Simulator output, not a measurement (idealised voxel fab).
Presented below is a process module, voxel transistor to metal.
In the cross-section labelled cut, the width is 210 nm and each square cell is 5 nm.
Square cells in a grid make up a cross-section in this document, and the grid is given as bands, listed from the top down, each one or more rows of cells. Band: top and bottom heights (nm) first, top before bottom; then materials from left to right, widths in nm. "full width" marks a sole material filling the band edge to edge. "air" denotes empty space. Where do heights start? At 0: under that level the wafer as delivered is made of one material only. And the lowest band has no floor; it just carries on downward, as in "from 0 down". The two numbers in a width such as "30 to 40" mark its ends across the band: the first belongs to the top row of cells, the second to the bottom row, and from each row to the next the width moves by the same amount. You'll sometimes find "changes: none" written for a step, and that's the way of saying that nowhere in the cross-section did a cell change during that step. Closed-off voids of 8+ cells (no open route to the top) go in "Closed voids list", written width x height at distance from the left edge, in nm. The remark found on a step's line after its settings is issued by the simulator itself and pertains to that step. "overlay nm", when on a step's line for a step with a mask, measures how far to the right of its planned place the mask lay; a negative measure means to the left.

Steps planned for the process
1) RECEIVE, material Si
2) OXIDIZE, depth nm 5
3) CONFORMAL_DEP, material SiN, thk nm 15
4) PATTERN, tone cover, mask id ACTIVE, material resist, width nm 115, thk nm 15, overlay nm 0
5) DIRECTIONAL_ETCH, etch materials SiN, depth nm 15
6) DIRECTIONAL_ETCH, etch materials SiO2, depth nm 5
7) DIRECTIONAL_ETCH, etch materials Si, depth nm 30
8) STRIP, etch materials resist
9) OXIDIZE, depth nm 5
10) FILL_DEP, material SiO2, thk nm 10
11) CMP, height nm 15
12) SELECTIVE_ETCH, etch materials SiO2, depth nm 10
13) STRIP, etch materials SiN
14) SELECTIVE_ETCH, etch materials SiO2, depth nm 5
15) OXIDIZE, depth nm 5
16) DIRECTIONAL_DEP, material polySi, thk nm 20
17) DIRECTIONAL_DEP, material SiCN, thk nm 15
18) DIRECTIONAL_DEP, material aC, thk nm 10
19) PATTERN, tone cover, mask id GATE, material resist, width nm 25, thk nm 25, overlay nm 0
20) DIRECTIONAL_ETCH, etch materials aC, depth nm 10
21) STRIP, etch materials resist
22) DIRECTIONAL_ETCH, etch materials SiCN, depth nm 25
23) DIRECTIONAL_ETCH, etch materials polySi, depth nm 30
24) STRIP, etch materials aC
25) CONFORMAL_DEP, material SiO2, thk nm 5
26) DIRECTIONAL_ETCH, etch materials SiO2, depth nm 5
27) CONFORMAL_DEP, material SiN, thk nm 5
28) DIRECTIONAL_ETCH, etch materials SiN, depth nm 5
29) DIRECTIONAL_ETCH, etch materials SiO2, depth nm 5
30) DIRECTIONAL_ETCH, etch materials Si, depth nm 5
31) EPI, material SiGe, thk nm 10
32) FILL_DEP, material SiO2, thk nm 5
33) CMP, height nm 30
34) DIRECTIONAL_DEP, material SiO2, thk nm 10
35) DIRECTIONAL_DEP, material aC, thk nm 10
36) PATTERN, tone open, mask id CONTACT, material resist, width nm 35, pitch nm 70, thk nm 30, overlay nm 0
37) DIRECTIONAL_ETCH, etch materials aC, depth nm 10
38) STRIP, etch materials resist
39) DIRECTIONAL_ETCH, etch materials SiO2, depth nm 45
40) STRIP, etch materials aC
41) CONFORMAL_DEP, material TiN, thk nm 5
42) FILL_DEP, material Ru, thk nm 5
43) CMP, height nm 40
44) DIRECTIONAL_DEP, material TiN, thk nm 5
45) DIRECTIONAL_DEP, material W, thk nm 15
46) MASKED_ETCH, tone cover, mask id METAL_1, width nm 20, pitch nm 85, etch materials W, depth nm 15, overlay nm 0
47) MASKED_ETCH, tone cover, mask id METAL_1, width nm 20, pitch nm 85, etch materials TiN, depth nm 5, overlay nm 0
48) CONFORMAL_DEP, material SiN, thk nm 5
49) FILL_DEP, material SiO2, thk nm 10
50) CMP, height nm 60
51) CONFORMAL_DEP, material SiCN, thk nm 5
52) DIRECTIONAL_DEP, material SiO2, thk nm 25
53) PATTERN, tone open, mask id METAL_2, material resist, width nm 20, pitch nm 85, thk nm 20, overlay nm 0
54) DIRECTIONAL_ETCH, etch materials SiO2, depth nm 15
55) STRIP, etch materials resist
56) PATTERN, tone open, mask id METAL_2_HOLES, material resist, width nm 15, pitch nm 85, thk nm 20, overlay nm 0
57) DIRECTIONAL_ETCH, etch materials SiO2, depth nm 10
58) DIRECTIONAL_ETCH, etch materials SiCN, depth nm 5
59) STRIP, etch materials resist
60) CONFORMAL_DEP, material TiN, thk nm 5
61) FILL_DEP, material Cu, thk nm 5
62) CMP, height nm 90
63) CONFORMAL_DEP, material SiN, thk nm 5
Wafer-to-wafer difference: depth nm, step 14. Common start. Plan = first wafer's value.

This is how the first of several wafers looked in cross-section when it arrived, which is after step 1
- from 0 down: Si full width
- Closed voids list: none

Where each wafer stands at the end of the module, a row apiece: cells of each material gained (+) or lost (-) since it was received, then closed voids
depth nm 5, +14 Cu, +62 Ru, -222 Si, +51 SiCN, +28 SiGe, +104 SiN, +635 SiO2, +82 TiN, +24 W, +20 polySi, Closed voids list: none
depth nm 10, +14 Cu, +62 Ru, -222 Si, +51 SiCN, +26 SiGe, +104 SiN, +637 SiO2, +82 TiN, +24 W, +20 polySi, Closed voids list: none
depth nm 15, +14 Cu, +62 Ru, -224 Si, +51 SiCN, +26 SiGe, +108 SiN, +635 SiO2, +82 TiN, +24 W, +20 polySi, Closed voids list: none
depth nm 20, +14 Cu, +62 Ru, -226 Si, +51 SiCN, +26 SiGe, +110 SiN, +635 SiO2, +82 TiN, +24 W, +20 polySi, Closed voids list: none
